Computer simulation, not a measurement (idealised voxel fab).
The process module that follows is named voxel transistor to metal.
Pictured: cross-section cut, 180 nm wide, on a grid of 5 nm square cells.
The cross-sections in this document take the form of a grid made of square cells. They are written out as bands, in order from top to bottom. Each band consists of one or more rows of cells.
It is stipulated that each band's entry specify, in nanometres, the height of the top of the band and then that of its bottom, followed by the materials of the band in left-to-right sequence, each together with its width in nanometres. A single material marked by the word "throughout" is understood to fill the band from edge to edge; the word "air" is understood to denote empty space.
Below 0: as-received wafer, all one material; heights counted from there. Lowest band: no bottom, goes on down, written "z 0 and below".
When a width is written as two numbers, as in "30->40", the first number is the width in the top row of cells of the band and the second is the width in its bottom row, and the width changes by the same amount from each row to the next.
Where the words "nothing was modified" appear for a step, the cross-section shows no cell changed by that step; every cell remained as before.
"Closed internal voids" - sealed voids, min. 8 cells, no opening to top; format: width x height at distance (distance from left edge; nm throughout).
Past the settings on a step's line: simulator remark, on that step.
overlay nm: how far to the right of its planned place the mask lay on this masked step (negative: to the left).
**The process steps that were planned are listed below**
1 RECEIVE | material Si
2 OXIDIZE | depth nm 5
3 CONFORMAL_DEP | material SiN | thk nm 10
4 MASKED_ETCH | tone cover | mask id ACTIVE | width nm 125 | etch materials SiN | depth nm 10 | overlay nm 0
5 MASKED_ETCH | tone cover | mask id ACTIVE | width nm 125 | etch materials SiO2 | depth nm 5 | overlay nm 0
6 MASKED_ETCH | tone cover | mask id ACTIVE | width nm 125 | etch materials Si | depth nm 20 | overlay nm 0
7 OXIDIZE | depth nm 5
8 FILL_DEP | material SiO2 | thk nm 15
9 CMP | height nm 10
10 SELECTIVE_ETCH | etch materials SiO2 | depth nm 5
11 STRIP | etch materials SiN
12 SELECTIVE_ETCH | etch materials SiO2 | depth nm 5
13 OXIDIZE | depth nm 5
14 DIRECTIONAL_DEP | material polySi | thk nm 25
15 DIRECTIONAL_DEP | material SiCN | thk nm 10
16 MASKED_ETCH | tone cover | mask id GATE | width nm 35 | etch materials SiCN | depth nm 20 | overlay nm 0
17 MASKED_ETCH | tone cover | mask id GATE | width nm 35 | etch materials polySi | depth nm 35 | overlay nm 0
18 CONFORMAL_DEP | material SiO2 | thk nm 5
19 DIRECTIONAL_ETCH | etch materials SiO2 | depth nm 5
20 CONFORMAL_DEP | material SiN | thk nm 5
21 DIRECTIONAL_ETCH | etch materials SiN | depth nm 5
22 DIRECTIONAL_ETCH | etch materials SiO2 | depth nm 5
23 DIRECTIONAL_ETCH | etch materials Si | depth nm 10
24 EPI | material SiGe | thk nm 15
25 FILL_DEP | material SiO2 | thk nm 10
26 CMP | height nm 20
27 STRIP | etch materials polySi
28 SELECTIVE_ETCH | etch materials SiO2 | depth nm 5
29 CONFORMAL_DEP | material HfO2 | thk nm 5
30 CONFORMAL_DEP | material TiN | thk nm 5
31 FILL_DEP | material W | thk nm 10
32 CMP | height nm 15
33 DIRECTIONAL_DEP | material SiO2 | thk nm 15
34 MASKED_ETCH | tone open | mask id CONTACT | width nm 20 | pitch nm 85 | etch materials SiO2 | depth nm 35 | overlay nm 0
35 CONFORMAL_DEP | material TiN | thk nm 5
36 FILL_DEP | material Ru | thk nm 5
37 CMP | height nm 30
38 CONFORMAL_DEP | material SiN | thk nm 5
39 DIRECTIONAL_DEP | material lowk | thk nm 15
40 DIRECTIONAL_DEP | material aC | thk nm 15
41 PATTERN | tone open | mask id METAL_1 | material resist | width nm 20 | pitch nm 85 | thk nm 35 | overlay nm 0
42 DIRECTIONAL_ETCH | etch materials aC | depth nm 15
43 STRIP | etch materials resist
44 DIRECTIONAL_ETCH | etch materials lowk | depth nm 15
45 DIRECTIONAL_ETCH | etch materials SiN | depth nm 5
46 STRIP | etch materials aC
47 CONFORMAL_DEP | material TiN | thk nm 5
48 FILL_DEP | material Ru | thk nm 5
49 CMP | height nm 50
50 CONFORMAL_DEP | material SiCN | thk nm 5
**The cross-section here shows the wafer as received, i.e. in its state after step 1**
	z 0 and below  Si throughout
	Closed internal voids: none
**Wafer at module end, in section. Began as above, planned as above, run with one mistake**
	z 55 to 50  SiCN throughout
	z 50 to 35  lowk 35 nm, TiN 5 nm, Ru 10 nm, TiN 5 nm, lowk 65 nm, TiN 5 nm, Ru 10 nm, TiN 5 nm, lowk 40 nm
	z 35 to 30  SiN 35 nm, TiN 20 nm, SiN 65 nm, TiN 20 nm, SiN 40 nm
	z 30 to 15  SiO2 35 nm, TiN 5 nm, Ru 10 nm, TiN 5 nm, SiO2 65 nm, TiN 5 nm, Ru 10 nm, TiN 5 nm, SiO2 40 nm
	z 15 to 10  SiO2 35 nm, TiN 5 nm, Ru 10 nm, TiN 5 nm, SiO2 5 nm, SiN 5 nm, HfO2 5 nm, TiN 5 nm, W 25 nm, TiN 5 nm, HfO2 5 nm, SiN 5 nm, SiO2 5 nm, TiN 5 nm, Ru 10 nm, TiN 5 nm, SiO2 40 nm
	z 10 to 5  SiO2 35 nm, TiN 20 nm, SiO2 5 nm, SiN 5 nm, HfO2 5 nm, TiN 5 nm, W 25 nm, TiN 5 nm, HfO2 5 nm, SiN 5 nm, SiO2 5 nm, TiN 20 nm, SiO2 40 nm
	z 5 to 0  SiO2 30 nm, SiGe 30 nm, SiN 5 nm, HfO2 5 nm, TiN 5 nm, W 25 nm, TiN 5 nm, HfO2 5 nm, SiN 5 nm, SiGe 15 nm, TiN 10 nm, SiO2 40 nm
	z 0 to -5  SiO2 30 nm, SiN 5 nm, SiGe 25 nm, SiN 5 nm, HfO2 5 nm, TiN 35 nm, HfO2 5 nm, SiN 5 nm, SiGe 15 nm, TiN 10 nm, SiO2 5 nm, SiN 5 nm, SiO2 30 nm
	z -5 to -10  SiO2 35 nm, SiGe 25 nm, SiO2 5 nm, HfO2 45 nm, SiO2 5 nm, SiGe 30 nm, SiO2 35 nm
	z -10 to -20  SiO2 30 nm, Si 5 nm, SiGe 25 nm, Si 55 nm, SiGe 30 nm, SiO2 35 nm
	z -20 to -30  SiO2 30 nm, Si 115 nm, SiO2 35 nm
	z -30 and below  Si throughout
	Closed internal voids: none
Plan not followed: note that step 4 departed from the planned setting and was carried out as MASKED_ETCH | tone cover | mask id ACTIVE | width nm 120 | etch materials SiN | depth nm 10 | overlay nm 0
